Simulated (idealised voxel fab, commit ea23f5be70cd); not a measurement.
process module | voxel released beams
cross-section cut | 240 nm wide | cells 5 nm
A cross-section is a grid of square cells, given in bands from the top down. A band is one or more rows of cells.
Each band's line starts with the height of the band's top and of its bottom, in nm. Then come its materials from left to right, each with its width in nm. One material with "throughout" fills the band from edge to edge. "air" is empty space.
Height 0 is the level under which the wafer as received is all one material. The lowest band goes on downwards, as in "0 down".
A width such as "30 to 40" changes by the same amount from each row of cells to the next, from the band's top row to its bottom row.
"no change" after a step means that no cell of the cross-section changed.
closed voids: empty space of 8 cells or more with no open way to the top, each as width x height at its distance from the left edge, in nm
after a step's settings: what the simulator itself notes on the step
overlay nm, on a step with a mask: how far to the right of its planned place the mask lay; to the left if negative
plan
1 op RECEIVE | material Si
2 op CONFORMAL_DEP | material SiN | thk nm 10
3 op DIRECTIONAL_DEP | material SiO2 | thk nm 10
4 op PATTERN | tone open | mask id ANCHOR | material resist | width nm 45 | thk nm 20 | overlay nm -15
5 op DIRECTIONAL_ETCH | etch materials SiO2 | depth nm 10
6 op STRIP | etch materials resist
7 op CONFORMAL_DEP | material W | thk nm 15
8 op MASKED_ETCH | tone cover | mask id BEAM | width nm 105 | etch materials W | depth nm 15 | overlay nm 0
9 op STRIP | etch materials SiO2
varied across the wafers: overlay nm of step 4. The plan shows the first wafer's value. All wafers start alike
first wafer as received, after step 1
  0 down: Si throughout
  closed voids: none
each wafer at the end: cells of each material gained (+) or lost (-) since it was received, then its closed voids
overlay nm -15 | +96 SiN | +75 W | closed voids: none
overlay nm -10 | +96 SiN | +75 W | closed voids: none
overlay nm -5 | +96 SiN | +75 W | closed voids: none
overlay nm 0 | +96 SiN | +75 W | closed voids: none
overlay nm 5 | +96 SiN | +75 W | closed voids: none
overlay nm 10 | +96 SiN | +75 W | closed voids: none
overlay nm 15 | +96 SiN | +75 W | closed voids: none
